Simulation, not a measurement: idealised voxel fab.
process module | voxel self aligned vias
cross-section cut | 205 nm wide | cells 5 nm
A cross-section is a grid of square cells, given in bands from the top down. A band is one or more rows of cells.
Each band's line starts with the height of the band's top and of its bottom, in nm. Then come its materials from left to right, each with its width in nm. One material with "throughout" fills the band from edge to edge. "air" is empty space.
Height 0 is the level under which the wafer as received is all one material. The lowest band goes on downwards, as in "0 down".
A width such as "30 to 40" changes by the same amount from each row of cells to the next, from the band's top row to its bottom row.
"no change" after a step means that no cell of the cross-section changed.
closed voids: empty space of 8 cells or more with no open way to the top, each as width x height at its distance from the left edge, in nm
after a step's settings: what the simulator itself notes on the step
overlay nm, on a step with a mask: how far to the right of its planned place the mask lay; to the left if negative
plan
1 op RECEIVE | material Si
2 op CONFORMAL_DEP | material SiO2 | thk nm 10
3 op CONFORMAL_DEP | material SiCN | thk nm 5
4 op DIRECTIONAL_DEP | material lowk | thk nm 30
5 op DIRECTIONAL_DEP | material aC | thk nm 10
6 op PATTERN | tone open | mask id LINES | material resist | width nm 25 | pitch nm 60 | thk nm 25 | overlay nm 0
7 op DIRECTIONAL_ETCH | etch materials aC | depth nm 10
8 op STRIP | etch materials resist
9 op DIRECTIONAL_ETCH | etch materials lowk | depth nm 30
10 op STRIP | etch materials aC
11 op CONFORMAL_DEP | material TiN | thk nm 5
12 op FILL_DEP | material W | thk nm 5
13 op CMP | height nm 45
14 op SELECTIVE_ETCH | etch materials W Ru TiN | depth nm 10
15 op FILL_DEP | material SiN | thk nm 10
16 op CMP | height nm 45
17 op DIRECTIONAL_DEP | material lowk | thk nm 15
18 op PATTERN | tone open | mask id VIAS | material resist | width nm 45 | pitch nm 60 | thk nm 15 | overlay nm 0
19 op DIRECTIONAL_ETCH | etch materials lowk | depth nm 15
20 op DIRECTIONAL_ETCH | etch materials SiN | depth nm 10
21 op STRIP | etch materials resist
22 op CONFORMAL_DEP | material TiN | thk nm 5
23 op FILL_DEP | material Ru | thk nm 10
24 op CMP | height nm 60
25 op CONFORMAL_DEP | material SiN | thk nm 5
first wafer, as planned
as received, after step 1
  0 down: Si throughout
  closed voids: none
after step 2
  10 to 0: SiO2 throughout
  below 0: unchanged
after step 3
  15 to 10: SiCN throughout
  below 10: unchanged
after step 4
  45 to 15: lowk throughout
  below 15: unchanged
after step 5
  55 to 45: aC throughout
  below 45: unchanged
after step 6
  80 to 55: resist 60 | air 25 | resist 35 | air 25 | resist 60
  below 55: unchanged
after step 7
  70 to 55: resist 60 | air 25 | resist 35 | air 25 | resist 60
  55 to 45: aC 60 | air 25 | aC 35 | air 25 | aC 60
  below 45: unchanged
after step 8
  55 to 45: aC 60 | air 25 | aC 35 | air 25 | aC 60
  below 45: unchanged
after step 9
  55 to 45: aC 60 | air 25 | aC 35 | air 25 | aC 60
  45 to 15: lowk 60 | air 25 | lowk 35 | air 25 | lowk 60
  below 15: unchanged
after step 10
  45 to 15: lowk 60 | air 25 | lowk 35 | air 25 | lowk 60
  below 15: unchanged
after step 11
  50 to 45: TiN 65 | air 15 | TiN 45 | air 15 | TiN 65
  45 to 20: lowk 60 | TiN 5 | air 15 | TiN 5 | lowk 35 | TiN 5 | air 15 | TiN 5 | lowk 60
  20 to 15: lowk 60 | TiN 25 | lowk 35 | TiN 25 | lowk 60
  below 15: unchanged
after step 12
  55 to 50: W throughout
  50 to 45: TiN 65 | W 15 | TiN 45 | W 15 | TiN 65
  45 to 20: lowk 60 | TiN 5 | W 15 | TiN 5 | lowk 35 | TiN 5 | W 15 | TiN 5 | lowk 60
  below 20: unchanged
after step 13
  45 to 20: lowk 60 | TiN 5 | W 15 | TiN 5 | lowk 35 | TiN 5 | W 15 | TiN 5 | lowk 60
  below 20: unchanged
after step 14
  45 to 35: lowk 60 | air 25 | lowk 35 | air 25 | lowk 60
  below 35: unchanged
after step 15
  55 to 45: SiN throughout
  45 to 35: lowk 60 | SiN 25 | lowk 35 | SiN 25 | lowk 60
  below 35: unchanged
after step 16
  45 to 35: lowk 60 | SiN 25 | lowk 35 | SiN 25 | lowk 60
  below 35: unchanged
after step 17
  60 to 45: lowk throughout
  below 45: unchanged
after step 18
  75 to 60: resist 50 | air 45 | resist 15 | air 45 | resist 50
  below 60: unchanged
after step 19
  75 to 60: resist 50 | air 45 | resist 15 | air 45 | resist 50
  60 to 45: lowk 50 | air 45 | lowk 15 | air 45 | lowk 50
  below 45: unchanged
after step 20
  75 to 60: resist 50 | air 45 | resist 15 | air 45 | resist 50
  60 to 45: lowk 50 | air 45 | lowk 15 | air 45 | lowk 50
  45 to 35: lowk 60 | air 25 | lowk 35 | air 25 | lowk 60
  below 35: unchanged
after step 21
  60 to 45: lowk 50 | air 45 | lowk 15 | air 45 | lowk 50
  below 45: unchanged
after step 22
  65 to 60: TiN 55 | air 35 | TiN 25 | air 35 | TiN 55
  60 to 50: lowk 50 | TiN 5 | air 35 | TiN 5 | lowk 15 | TiN 5 | air 35 | TiN 5 | lowk 50
  50 to 40: lowk 50 to 60 | TiN 15 to 5 | air 15 | TiN 15 to 5 | lowk 15 to 35 | TiN 15 to 5 | air 15 | TiN 15 to 5 | lowk 50 to 60
  40 to 35: lowk 60 | TiN 25 | lowk 35 | TiN 25 | lowk 60
  below 35: unchanged
after step 23
  75 to 65: Ru throughout
  65 to 60: TiN 55 | Ru 35 | TiN 25 | Ru 35 | TiN 55
  60 to 50: lowk 50 | TiN 5 | Ru 35 | TiN 5 | lowk 15 | TiN 5 | Ru 35 | TiN 5 | lowk 50
  50 to 40: lowk 50 to 60 | TiN 15 to 5 | Ru 15 | TiN 15 to 5 | lowk 15 to 35 | TiN 15 to 5 | Ru 15 | TiN 15 to 5 | lowk 50 to 60
  below 40: unchanged
after step 24
  60 to 50: lowk 50 | TiN 5 | Ru 35 | TiN 5 | lowk 15 | TiN 5 | Ru 35 | TiN 5 | lowk 50
  below 50: unchanged
after step 25
  65 to 60: SiN throughout
  below 60: unchanged
second wafer: like start, like plan, one mistake. Through step 1 it matches the first wafer
when step 2 should have ended
  5 to 0: SiCN throughout
  below 0: unchanged
when step 3 should have ended
  15 to 5: SiO2 throughout
  below 5: unchanged
when step 4 should have ended
  45 to 15: lowk throughout
  below 15: unchanged
when step 5 should have ended
  55 to 45: aC throughout
  below 45: unchanged
when step 6 should have ended
  80 to 55: resist 60 | air 25 | resist 35 | air 25 | resist 60
  below 55: unchanged
when step 7 should have ended
  70 to 55: resist 60 | air 25 | resist 35 | air 25 | resist 60
  55 to 45: aC 60 | air 25 | aC 35 | air 25 | aC 60
  below 45: unchanged
when step 8 should have ended
  55 to 45: aC 60 | air 25 | aC 35 | air 25 | aC 60
  below 45: unchanged
when step 9 should have ended
  55 to 45: aC 60 | air 25 | aC 35 | air 25 | aC 60
  45 to 15: lowk 60 | air 25 | lowk 35 | air 25 | lowk 60
  below 15: unchanged
when step 10 should have ended
  45 to 15: lowk 60 | air 25 | lowk 35 | air 25 | lowk 60
  below 15: unchanged
when step 11 should have ended
  50 to 45: TiN 65 | air 15 | TiN 45 | air 15 | TiN 65
  45 to 20: lowk 60 | TiN 5 | air 15 | TiN 5 | lowk 35 | TiN 5 | air 15 | TiN 5 | lowk 60
  20 to 15: lowk 60 | TiN 25 | lowk 35 | TiN 25 | lowk 60
  below 15: unchanged
when step 12 should have ended
  55 to 50: W throughout
  50 to 45: TiN 65 | W 15 | TiN 45 | W 15 | TiN 65
  45 to 20: lowk 60 | TiN 5 | W 15 | TiN 5 | lowk 35 | TiN 5 | W 15 | TiN 5 | lowk 60
  below 20: unchanged
when step 13 should have ended
  45 to 20: lowk 60 | TiN 5 | W 15 | TiN 5 | lowk 35 | TiN 5 | W 15 | TiN 5 | lowk 60
  below 20: unchanged
when step 14 should have ended
  45 to 35: lowk 60 | air 25 | lowk 35 | air 25 | lowk 60
  below 35: unchanged
when step 15 should have ended
  55 to 45: SiN throughout
  45 to 35: lowk 60 | SiN 25 | lowk 35 | SiN 25 | lowk 60
  below 35: unchanged
when step 16 should have ended
  45 to 35: lowk 60 | SiN 25 | lowk 35 | SiN 25 | lowk 60
  below 35: unchanged
when step 17 should have ended
  60 to 45: lowk throughout
  below 45: unchanged
when step 18 should have ended
  75 to 60: resist 50 | air 45 | resist 15 | air 45 | resist 50
  below 60: unchanged
when step 19 should have ended
  75 to 60: resist 50 | air 45 | resist 15 | air 45 | resist 50
  60 to 45: lowk 50 | air 45 | lowk 15 | air 45 | lowk 50
  below 45: unchanged
when step 20 should have ended
  75 to 60: resist 50 | air 45 | resist 15 | air 45 | resist 50
  60 to 45: lowk 50 | air 45 | lowk 15 | air 45 | lowk 50
  45 to 35: lowk 60 | air 25 | lowk 35 | air 25 | lowk 60
  below 35: unchanged
when step 21 should have ended
  60 to 45: lowk 50 | air 45 | lowk 15 | air 45 | lowk 50
  below 45: unchanged
when step 22 should have ended
  65 to 60: TiN 55 | air 35 | TiN 25 | air 35 | TiN 55
  60 to 50: lowk 50 | TiN 5 | air 35 | TiN 5 | lowk 15 | TiN 5 | air 35 | TiN 5 | lowk 50
  50 to 40: lowk 50 to 60 | TiN 15 to 5 | air 15 | TiN 15 to 5 | lowk 15 to 35 | TiN 15 to 5 | air 15 | TiN 15 to 5 | lowk 50 to 60
  40 to 35: lowk 60 | TiN 25 | lowk 35 | TiN 25 | lowk 60
  below 35: unchanged
when step 23 should have ended
  75 to 65: Ru throughout
  65 to 60: TiN 55 | Ru 35 | TiN 25 | Ru 35 | TiN 55
  60 to 50: lowk 50 | TiN 5 | Ru 35 | TiN 5 | lowk 15 | TiN 5 | Ru 35 | TiN 5 | lowk 50
  50 to 40: lowk 50 to 60 | TiN 15 to 5 | Ru 15 | TiN 15 to 5 | lowk 15 to 35 | TiN 15 to 5 | Ru 15 | TiN 15 to 5 | lowk 50 to 60
  below 40: unchanged
when step 24 should have ended
  60 to 50: lowk 50 | TiN 5 | Ru 35 | TiN 5 | lowk 15 | TiN 5 | Ru 35 | TiN 5 | lowk 50
  below 50: unchanged
when step 25 should have ended
  65 to 60: SiN throughout
  below 60: unchanged
what went wrong: steps 2 and 3 were swapped
at the end the second wafer has, in cells: as many of each material as the first, in other places
